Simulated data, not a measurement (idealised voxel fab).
process module | voxel wiring stack
cross-section cut | 165 nm wide | cells 5 nm
A cross-section is a grid of square cells, given in bands from the top down. A band is one or more rows of cells.
Each band's line starts with the height of the band's top and of its bottom, in nm. Then come its materials from left to right, each with its width in nm. One material with "throughout" fills the band from edge to edge. "air" is empty space.
Height 0 is the level under which the wafer as received is all one material. The lowest band goes on downwards, as in "0 down".
A width such as "30 to 40" changes by the same amount from each row of cells to the next, from the band's top row to its bottom row.
"no change" after a step means that no cell of the cross-section changed.
closed voids: empty space of 8 cells or more with no open way to the top, each as width x height at its distance from the left edge, in nm
after a step's settings: what the simulator itself notes on the step
overlay nm, on a step with a mask: how far to the right of its planned place the mask lay; to the left if negative
plan
1 op RECEIVE | material Si
2 op CONFORMAL_DEP | material SiO2 | thk nm 15
3 op DIRECTIONAL_DEP | material TiN | thk nm 5
4 op DIRECTIONAL_DEP | material W | thk nm 20
5 op DIRECTIONAL_DEP | material aC | thk nm 10
6 op PATTERN | tone cover | mask id METAL_1 | material resist | width nm 30 | pitch nm 45 | thk nm 30 | overlay nm 0
7 op DIRECTIONAL_ETCH | etch materials aC | depth nm 10
8 op STRIP | etch materials resist
9 op DIRECTIONAL_ETCH | etch materials W | depth nm 20
10 op DIRECTIONAL_ETCH | etch materials TiN | depth nm 5
11 op STRIP | etch materials aC
12 op CONFORMAL_DEP | material SiN | thk nm 5
13 op FILL_DEP | material lowk | thk nm 5
14 op CMP | height nm 40
15 op CONFORMAL_DEP | material SiCN | thk nm 5
16 op DIRECTIONAL_DEP | material SiO2 | thk nm 20
17 op DIRECTIONAL_DEP | material aC | thk nm 10
18 op PATTERN | tone open | mask id PLUG_1 | material resist | width nm 15 | pitch nm 90 | thk nm 25 | overlay nm 0
19 op DIRECTIONAL_ETCH | etch materials aC | depth nm 10
20 op STRIP | etch materials resist
21 op DIRECTIONAL_ETCH | etch materials SiO2 | depth nm 20
22 op DIRECTIONAL_ETCH | etch materials SiCN | depth nm 5
23 op STRIP | etch materials aC
24 op EPI | material Ru | thk nm 10
25 op EPI | material Ru | thk nm 10
26 op EPI | material Ru | thk nm 5
27 op DIRECTIONAL_DEP | material TiN | thk nm 5
28 op DIRECTIONAL_DEP | material W | thk nm 25
29 op DIRECTIONAL_DEP | material aC | thk nm 10
30 op PATTERN | tone cover | mask id METAL_2 | material resist | width nm 30 | pitch nm 45 | thk nm 30 | overlay nm 0
31 op DIRECTIONAL_ETCH | etch materials aC | depth nm 10
32 op STRIP | etch materials resist
33 op DIRECTIONAL_ETCH | etch materials W | depth nm 25
34 op DIRECTIONAL_ETCH | etch materials TiN | depth nm 5
35 op STRIP | etch materials aC
36 op CONFORMAL_DEP | material SiN | thk nm 5
37 op FILL_DEP | material lowk | thk nm 5
38 op CMP | height nm 95
39 op CONFORMAL_DEP | material SiCN | thk nm 5
40 op DIRECTIONAL_DEP | material lowk | thk nm 10
41 op MASKED_ETCH | tone open | mask id PLUG_2 | width nm 15 | pitch nm 90 | etch materials lowk | depth nm 10 | overlay nm 0
42 op MASKED_ETCH | tone open | mask id PLUG_2 | width nm 15 | pitch nm 90 | etch materials SiCN | depth nm 5 | overlay nm 0
43 op EPI | material Ru | thk nm 10
44 op EPI | material Ru | thk nm 5
45 op DIRECTIONAL_DEP | material TiN | thk nm 5
46 op DIRECTIONAL_DEP | material W | thk nm 15
47 op MASKED_ETCH | tone cover | mask id METAL_3 | width nm 30 | pitch nm 45 | etch materials W | depth nm 15 | overlay nm 0
48 op MASKED_ETCH | tone cover | mask id METAL_3 | width nm 30 | pitch nm 45 | etch materials TiN | depth nm 5 | overlay nm 0
49 op FILL_DEP | material SiO2 | thk nm 10
50 op CMP | height nm 130
51 op CONFORMAL_DEP | material SiCN | thk nm 5
52 op DIRECTIONAL_DEP | material lowk | thk nm 10
53 op PATTERN | tone open | mask id PLUG_3 | material resist | width nm 15 | pitch nm 45 | thk nm 20 | overlay nm 0
54 op DIRECTIONAL_ETCH | etch materials lowk | depth nm 10
55 op DIRECTIONAL_ETCH | etch materials SiCN | depth nm 5
56 op STRIP | etch materials resist
57 op CONFORMAL_DEP | material TiN | thk nm 5
58 op FILL_DEP | material Cu | thk nm 5
59 op CMP | height nm 145
60 op DIRECTIONAL_DEP | material TiN | thk nm 5
61 op DIRECTIONAL_DEP | material W | thk nm 20
62 op MASKED_ETCH | tone cover | mask id METAL_4 | width nm 30 | pitch nm 45 | etch materials W | depth nm 20 | overlay nm 0
63 op MASKED_ETCH | tone cover | mask id METAL_4 | width nm 30 | pitch nm 45 | etch materials TiN | depth nm 5 | overlay nm 0
64 op CONFORMAL_DEP | material SiCN | thk nm 5
65 op FILL_DEP | material SiO2 | thk nm 10
66 op CMP | height nm 170
67 op CONFORMAL_DEP | material SiCN | thk nm 5
first wafer, as planned
as received, after step 1
  0 down: Si throughout
  closed voids: none
after step 2
  15 to 0: SiO2 throughout
  below 0: unchanged
after step 3
  20 to 15: TiN throughout
  below 15: unchanged
after step 4
  40 to 20: W throughout
  below 20: unchanged
after step 5
  50 to 40: aC throughout
  below 40: unchanged
after step 6
  80 to 50: air 20 | resist 30 | air 15 | resist 30 | air 15 | resist 30 | air 25
  below 50: unchanged
after step 7
  70 to 50: air 20 | resist 30 | air 15 | resist 30 | air 15 | resist 30 | air 25
  50 to 40: air 20 | aC 30 | air 15 | aC 30 | air 15 | aC 30 | air 25
  below 40: unchanged
after step 8
  50 to 40: air 20 | aC 30 | air 15 | aC 30 | air 15 | aC 30 | air 25
  below 40: unchanged
after step 9
  50 to 40: air 20 | aC 30 | air 15 | aC 30 | air 15 | aC 30 | air 25
  40 to 20: air 20 | W 30 | air 15 | W 30 | air 15 | W 30 | air 25
  below 20: unchanged
after step 10
  50 to 40: air 20 | aC 30 | air 15 | aC 30 | air 15 | aC 30 | air 25
  40 to 20: air 20 | W 30 | air 15 | W 30 | air 15 | W 30 | air 25
  20 to 15: air 20 | TiN 30 | air 15 | TiN 30 | air 15 | TiN 30 | air 25
  below 15: unchanged
after step 11
  40 to 20: air 20 | W 30 | air 15 | W 30 | air 15 | W 30 | air 25
  below 20: unchanged
after step 12
  45 to 40: air 15 | SiN 40 | air 5 | SiN 40 | air 5 | SiN 40 | air 20
  40 to 20: air 15 | SiN 5 | W 30 | SiN 5 | air 5 | SiN 5 | W 30 | SiN 5 | air 5 | SiN 5 | W 30 | SiN 5 | air 20
  20 to 15: SiN 20 | TiN 30 | SiN 15 | TiN 30 | SiN 15 | TiN 30 | SiN 25
  below 15: unchanged
after step 13
  50 to 45: lowk throughout
  45 to 40: lowk 15 | SiN 40 | lowk 5 | SiN 40 | lowk 5 | SiN 40 | lowk 20
  40 to 20: lowk 15 | SiN 5 | W 30 | SiN 5 | lowk 5 | SiN 5 | W 30 | SiN 5 | lowk 5 | SiN 5 | W 30 | SiN 5 | lowk 20
  below 20: unchanged
after step 14
  40 to 20: lowk 15 | SiN 5 | W 30 | SiN 5 | lowk 5 | SiN 5 | W 30 | SiN 5 | lowk 5 | SiN 5 | W 30 | SiN 5 | lowk 20
  below 20: unchanged
after step 15
  45 to 40: SiCN throughout
  below 40: unchanged
after step 16
  65 to 45: SiO2 throughout
  below 45: unchanged
after step 17
  75 to 65: aC throughout
  below 65: unchanged
after step 18
  100 to 75: resist 20 | air 15 | resist 75 | air 15 | resist 40
  below 75: unchanged
after step 19
  90 to 75: resist 20 | air 15 | resist 75 | air 15 | resist 40
  75 to 65: aC 20 | air 15 | aC 75 | air 15 | aC 40
  below 65: unchanged
after step 20
  75 to 65: aC 20 | air 15 | aC 75 | air 15 | aC 40
  below 65: unchanged
after step 21
  75 to 65: aC 20 | air 15 | aC 75 | air 15 | aC 40
  65 to 45: SiO2 20 | air 15 | SiO2 75 | air 15 | SiO2 40
  below 45: unchanged
after step 22
  75 to 65: aC 20 | air 15 | aC 75 | air 15 | aC 40
  65 to 45: SiO2 20 | air 15 | SiO2 75 | air 15 | SiO2 40
  45 to 40: SiCN 20 | air 15 | SiCN 75 | air 15 | SiCN 40
  below 40: unchanged
after step 23
  65 to 45: SiO2 20 | air 15 | SiO2 75 | air 15 | SiO2 40
  below 45: unchanged
after step 24
  65 to 50: SiO2 20 | air 15 | SiO2 75 | air 15 | SiO2 40
  50 to 45: SiO2 20 | Ru 15 | SiO2 75 | Ru 15 | SiO2 40
  45 to 40: SiCN 20 | Ru 15 | SiCN 75 | Ru 15 | SiCN 40
  below 40: unchanged
after step 25
  65 to 60: SiO2 20 | air 15 | SiO2 75 | air 15 | SiO2 40
  60 to 45: SiO2 20 | Ru 15 | SiO2 75 | Ru 15 | SiO2 40
  below 45: unchanged
after step 26
  65 to 45: SiO2 20 | Ru 15 | SiO2 75 | Ru 15 | SiO2 40
  below 45: unchanged
after step 27
  70 to 65: TiN throughout
  below 65: unchanged
after step 28
  95 to 70: W throughout
  below 70: unchanged
after step 29
  105 to 95: aC throughout
  below 95: unchanged
after step 30
  135 to 105: air 20 | resist 30 | air 15 | resist 30 | air 15 | resist 30 | air 25
  below 105: unchanged
after step 31
  125 to 105: air 20 | resist 30 | air 15 | resist 30 | air 15 | resist 30 | air 25
  105 to 95: air 20 | aC 30 | air 15 | aC 30 | air 15 | aC 30 | air 25
  below 95: unchanged
after step 32
  105 to 95: air 20 | aC 30 | air 15 | aC 30 | air 15 | aC 30 | air 25
  below 95: unchanged
after step 33
  105 to 95: air 20 | aC 30 | air 15 | aC 30 | air 15 | aC 30 | air 25
  95 to 70: air 20 | W 30 | air 15 | W 30 | air 15 | W 30 | air 25
  below 70: unchanged
after step 34
  105 to 95: air 20 | aC 30 | air 15 | aC 30 | air 15 | aC 30 | air 25
  95 to 70: air 20 | W 30 | air 15 | W 30 | air 15 | W 30 | air 25
  70 to 65: air 20 | TiN 30 | air 15 | TiN 30 | air 15 | TiN 30 | air 25
  below 65: unchanged
after step 35
  95 to 70: air 20 | W 30 | air 15 | W 30 | air 15 | W 30 | air 25
  below 70: unchanged
after step 36
  100 to 95: air 15 | SiN 40 | air 5 | SiN 40 | air 5 | SiN 40 | air 20
  95 to 70: air 15 | SiN 5 | W 30 | SiN 5 | air 5 | SiN 5 | W 30 | SiN 5 | air 5 | SiN 5 | W 30 | SiN 5 | air 20
  70 to 65: SiN 20 | TiN 30 | SiN 15 | TiN 30 | SiN 15 | TiN 30 | SiN 25
  below 65: unchanged
after step 37
  105 to 100: lowk throughout
  100 to 95: lowk 15 | SiN 40 | lowk 5 | SiN 40 | lowk 5 | SiN 40 | lowk 20
  95 to 70: lowk 15 | SiN 5 | W 30 | SiN 5 | lowk 5 | SiN 5 | W 30 | SiN 5 | lowk 5 | SiN 5 | W 30 | SiN 5 | lowk 20
  below 70: unchanged
after step 38
  95 to 70: lowk 15 | SiN 5 | W 30 | SiN 5 | lowk 5 | SiN 5 | W 30 | SiN 5 | lowk 5 | SiN 5 | W 30 | SiN 5 | lowk 20
  below 70: unchanged
after step 39
  100 to 95: SiCN throughout
  below 95: unchanged
after step 40
  110 to 100: lowk throughout
  below 100: unchanged
after step 41
  110 to 100: lowk 20 | air 15 | lowk 75 | air 15 | lowk 40
  below 100: unchanged
after step 42
  110 to 100: lowk 20 | air 15 | lowk 75 | air 15 | lowk 40
  100 to 95: SiCN 20 | air 15 | SiCN 75 | air 15 | SiCN 40
  below 95: unchanged
after step 43
  110 to 105: lowk 20 | air 15 | lowk 75 | air 15 | lowk 40
  105 to 100: lowk 20 | Ru 15 | lowk 75 | Ru 15 | lowk 40
  100 to 95: SiCN 20 | Ru 15 | SiCN 75 | Ru 15 | SiCN 40
  below 95: unchanged
after step 44
  110 to 100: lowk 20 | Ru 15 | lowk 75 | Ru 15 | lowk 40
  below 100: unchanged
after step 45
  115 to 110: TiN throughout
  below 110: unchanged
after step 46
  130 to 115: W throughout
  below 115: unchanged
after step 47
  130 to 115: air 20 | W 30 | air 15 | W 30 | air 15 | W 30 | air 25
  below 115: unchanged
after step 48
  130 to 115: air 20 | W 30 | air 15 | W 30 | air 15 | W 30 | air 25
  115 to 110: air 20 | TiN 30 | air 15 | TiN 30 | air 15 | TiN 30 | air 25
  below 110: unchanged
after step 49
  140 to 130: SiO2 throughout
  130 to 115: SiO2 20 | W 30 | SiO2 15 | W 30 | SiO2 15 | W 30 | SiO2 25
  115 to 110: SiO2 20 | TiN 30 | SiO2 15 | TiN 30 | SiO2 15 | TiN 30 | SiO2 25
  below 110: unchanged
after step 50
  130 to 115: SiO2 20 | W 30 | SiO2 15 | W 30 | SiO2 15 | W 30 | SiO2 25
  below 115: unchanged
after step 51
  135 to 130: SiCN throughout
  below 130: unchanged
after step 52
  145 to 135: lowk throughout
  below 135: unchanged
after step 53
  165 to 145: resist 20 | air 15 | resist 30 | air 15 | resist 30 | air 15 | resist 40
  below 145: unchanged
after step 54
  165 to 145: resist 20 | air 15 | resist 30 | air 15 | resist 30 | air 15 | resist 40
  145 to 135: lowk 20 | air 15 | lowk 30 | air 15 | lowk 30 | air 15 | lowk 40
  below 135: unchanged
after step 55
  165 to 145: resist 20 | air 15 | resist 30 | air 15 | resist 30 | air 15 | resist 40
  145 to 135: lowk 20 | air 15 | lowk 30 | air 15 | lowk 30 | air 15 | lowk 40
  135 to 130: SiCN 20 | air 15 | SiCN 30 | air 15 | SiCN 30 | air 15 | SiCN 40
  below 130: unchanged
after step 56
  145 to 135: lowk 20 | air 15 | lowk 30 | air 15 | lowk 30 | air 15 | lowk 40
  below 135: unchanged
after step 57
  150 to 145: TiN 25 | air 5 | TiN 40 | air 5 | TiN 40 | air 5 | TiN 45
  145 to 135: lowk 20 | TiN 5 | air 5 | TiN 5 | lowk 30 | TiN 5 | air 5 | TiN 5 | lowk 30 | TiN 5 | air 5 | TiN 5 | lowk 40
  135 to 130: SiCN 20 | TiN 15 | SiCN 30 | TiN 15 | SiCN 30 | TiN 15 | SiCN 40
  below 130: unchanged
after step 58
  155 to 150: Cu throughout
  150 to 145: TiN 25 | Cu 5 | TiN 40 | Cu 5 | TiN 40 | Cu 5 | TiN 45
  145 to 135: lowk 20 | TiN 5 | Cu 5 | TiN 5 | lowk 30 | TiN 5 | Cu 5 | TiN 5 | lowk 30 | TiN 5 | Cu 5 | TiN 5 | lowk 40
  below 135: unchanged
after step 59
  145 to 135: lowk 20 | TiN 5 | Cu 5 | TiN 5 | lowk 30 | TiN 5 | Cu 5 | TiN 5 | lowk 30 | TiN 5 | Cu 5 | TiN 5 | lowk 40
  below 135: unchanged
after step 60
  150 to 145: TiN throughout
  below 145: unchanged
after step 61
  170 to 150: W throughout
  below 150: unchanged
after step 62
  170 to 150: air 20 | W 30 | air 15 | W 30 | air 15 | W 30 | air 25
  below 150: unchanged
after step 63
  170 to 150: air 20 | W 30 | air 15 | W 30 | air 15 | W 30 | air 25
  150 to 145: air 20 | TiN 30 | air 15 | TiN 30 | air 15 | TiN 30 | air 25
  below 145: unchanged
after step 64
  175 to 170: air 15 | SiCN 40 | air 5 | SiCN 40 | air 5 | SiCN 40 | air 20
  170 to 150: air 15 | SiCN 5 | W 30 | SiCN 5 | air 5 | SiCN 5 | W 30 | SiCN 5 | air 5 | SiCN 5 | W 30 | SiCN 5 | air 20
  150 to 145: SiCN 20 | TiN 30 | SiCN 15 | TiN 30 | SiCN 15 | TiN 30 | SiCN 25
  below 145: unchanged
after step 65
  185 to 175: SiO2 throughout
  175 to 170: SiO2 15 | SiCN 40 | SiO2 5 | SiCN 40 | SiO2 5 | SiCN 40 | SiO2 20
  170 to 150: SiO2 15 | SiCN 5 | W 30 | SiCN 5 | SiO2 5 | SiCN 5 | W 30 | SiCN 5 | SiO2 5 | SiCN 5 | W 30 | SiCN 5 | SiO2 20
  below 150: unchanged
after step 66
  170 to 150: SiO2 15 | SiCN 5 | W 30 | SiCN 5 | SiO2 5 | SiCN 5 | W 30 | SiCN 5 | SiO2 5 | SiCN 5 | W 30 | SiCN 5 | SiO2 20
  below 150: unchanged
after step 67
  175 to 170: SiCN throughout
  below 170: unchanged
second wafer: like start, like plan, one mistake. Through step 27 it matches the first wafer
when step 28 should have ended
  95 to 70: SiO2 throughout
  below 70: unchanged
when step 29 should have ended
  105 to 95: aC throughout
  below 95: unchanged
when step 30 should have ended
  135 to 105: air 20 | resist 30 | air 15 | resist 30 | air 15 | resist 30 | air 25
  below 105: unchanged
when step 31 should have ended
  125 to 105: air 20 | resist 30 | air 15 | resist 30 | air 15 | resist 30 | air 25
  105 to 95: air 20 | aC 30 | air 15 | aC 30 | air 15 | aC 30 | air 25
  below 95: unchanged
when step 32 should have ended
  105 to 95: air 20 | aC 30 | air 15 | aC 30 | air 15 | aC 30 | air 25
  below 95: unchanged
when step 33 should have ended: no change
when step 34 should have ended: no change
when step 35 should have ended
  95 to 70: SiO2 throughout
  below 70: unchanged
when step 36 should have ended
  100 to 95: SiN throughout
  below 95: unchanged
when step 37 should have ended
  105 to 100: lowk throughout
  below 100: unchanged
when step 38 should have ended
  95 to 70: SiO2 throughout
  below 70: unchanged
when step 39 should have ended
  100 to 95: SiCN throughout
  below 95: unchanged
when step 40 should have ended
  110 to 100: lowk throughout
  below 100: unchanged
when step 41 should have ended
  110 to 100: lowk 20 | air 15 | lowk 75 | air 15 | lowk 40
  below 100: unchanged
when step 42 should have ended
  110 to 100: lowk 20 | air 15 | lowk 75 | air 15 | lowk 40
  100 to 95: SiCN 20 | air 15 | SiCN 75 | air 15 | SiCN 40
  below 95: unchanged
when step 43 should have ended: no change
when step 44 should have ended: no change
when step 45 should have ended
  115 to 110: TiN 20 | air 15 | TiN 75 | air 15 | TiN 40
  110 to 100: lowk 20 | air 15 | lowk 75 | air 15 | lowk 40
  100 to 95: SiCN 20 | TiN 15 | SiCN 75 | TiN 15 | SiCN 40
  below 95: unchanged
when step 46 should have ended
  130 to 115: W 20 | air 15 | W 75 | air 15 | W 40
  115 to 110: TiN 20 | W 15 | TiN 75 | W 15 | TiN 40
  110 to 100: lowk 20 | W 15 | lowk 75 | W 15 | lowk 40
  below 100: unchanged
when step 47 should have ended
  130 to 115: air 35 | W 15 | air 15 | W 30 | air 30 | W 15 | air 25
  below 115: unchanged
when step 48 should have ended
  130 to 115: air 35 | W 15 | air 15 | W 30 | air 30 | W 15 | air 25
  115 to 110: air 20 | W 15 | TiN 15 | air 15 | TiN 30 | air 15 | W 15 | TiN 15 | air 25
  below 110: unchanged
when step 49 should have ended
  140 to 130: SiO2 throughout
  130 to 115: SiO2 35 | W 15 | SiO2 15 | W 30 | SiO2 30 | W 15 | SiO2 25
  115 to 110: SiO2 20 | W 15 | TiN 15 | SiO2 15 | TiN 30 | SiO2 15 | W 15 | TiN 15 | SiO2 25
  below 110: unchanged
when step 50 should have ended
  130 to 115: SiO2 35 | W 15 | SiO2 15 | W 30 | SiO2 30 | W 15 | SiO2 25
  below 115: unchanged
when step 51 should have ended
  135 to 130: SiCN throughout
  below 130: unchanged
when step 52 should have ended
  145 to 135: lowk throughout
  below 135: unchanged
when step 53 should have ended
  165 to 145: resist 20 | air 15 | resist 30 | air 15 | resist 30 | air 15 | resist 40
  below 145: unchanged
when step 54 should have ended
  165 to 145: resist 20 | air 15 | resist 30 | air 15 | resist 30 | air 15 | resist 40
  145 to 135: lowk 20 | air 15 | lowk 30 | air 15 | lowk 30 | air 15 | lowk 40
  below 135: unchanged
when step 55 should have ended
  165 to 145: resist 20 | air 15 | resist 30 | air 15 | resist 30 | air 15 | resist 40
  145 to 135: lowk 20 | air 15 | lowk 30 | air 15 | lowk 30 | air 15 | lowk 40
  135 to 130: SiCN 20 | air 15 | SiCN 30 | air 15 | SiCN 30 | air 15 | SiCN 40
  below 130: unchanged
when step 56 should have ended
  145 to 135: lowk 20 | air 15 | lowk 30 | air 15 | lowk 30 | air 15 | lowk 40
  below 135: unchanged
when step 57 should have ended
  150 to 145: TiN 25 | air 5 | TiN 40 | air 5 | TiN 40 | air 5 | TiN 45
  145 to 135: lowk 20 | TiN 5 | air 5 | TiN 5 | lowk 30 | TiN 5 | air 5 | TiN 5 | lowk 30 | TiN 5 | air 5 | TiN 5 | lowk 40
  135 to 130: SiCN 20 | TiN 15 | SiCN 30 | TiN 15 | SiCN 30 | TiN 15 | SiCN 40
  below 130: unchanged
when step 58 should have ended
  155 to 150: Cu throughout
  150 to 145: TiN 25 | Cu 5 | TiN 40 | Cu 5 | TiN 40 | Cu 5 | TiN 45
  145 to 135: lowk 20 | TiN 5 | Cu 5 | TiN 5 | lowk 30 | TiN 5 | Cu 5 | TiN 5 | lowk 30 | TiN 5 | Cu 5 | TiN 5 | lowk 40
  below 135: unchanged
when step 59 should have ended
  145 to 135: lowk 20 | TiN 5 | Cu 5 | TiN 5 | lowk 30 | TiN 5 | Cu 5 | TiN 5 | lowk 30 | TiN 5 | Cu 5 | TiN 5 | lowk 40
  below 135: unchanged
when step 60 should have ended
  150 to 145: TiN throughout
  below 145: unchanged
when step 61 should have ended
  170 to 150: W throughout
  below 150: unchanged
when step 62 should have ended
  170 to 150: air 20 | W 30 | air 15 | W 30 | air 15 | W 30 | air 25
  below 150: unchanged
when step 63 should have ended
  170 to 150: air 20 | W 30 | air 15 | W 30 | air 15 | W 30 | air 25
  150 to 145: air 20 | TiN 30 | air 15 | TiN 30 | air 15 | TiN 30 | air 25
  below 145: unchanged
when step 64 should have ended
  175 to 170: air 15 | SiCN 40 | air 5 | SiCN 40 | air 5 | SiCN 40 | air 20
  170 to 150: air 15 | SiCN 5 | W 30 | SiCN 5 | air 5 | SiCN 5 | W 30 | SiCN 5 | air 5 | SiCN 5 | W 30 | SiCN 5 | air 20
  150 to 145: SiCN 20 | TiN 30 | SiCN 15 | TiN 30 | SiCN 15 | TiN 30 | SiCN 25
  below 145: unchanged
when step 65 should have ended
  185 to 175: SiO2 throughout
  175 to 170: SiO2 15 | SiCN 40 | SiO2 5 | SiCN 40 | SiO2 5 | SiCN 40 | SiO2 20
  170 to 150: SiO2 15 | SiCN 5 | W 30 | SiCN 5 | SiO2 5 | SiCN 5 | W 30 | SiCN 5 | SiO2 5 | SiCN 5 | W 30 | SiCN 5 | SiO2 20
  below 150: unchanged
when step 66 should have ended
  170 to 150: SiO2 15 | SiCN 5 | W 30 | SiCN 5 | SiO2 5 | SiCN 5 | W 30 | SiCN 5 | SiO2 5 | SiCN 5 | W 30 | SiCN 5 | SiO2 20
  below 150: unchanged
when step 67 should have ended
  175 to 170: SiCN throughout
  below 170: unchanged
what went wrong: step 28 ran as: op DIRECTIONAL_DEP | material SiO2 | thk nm 25
at the end the second wafer has, in cells: 18 fewer of Ru | 45 fewer of SiN | 183 more of SiO2 | 15 more of TiN | 90 fewer of W | 45 fewer of lowk
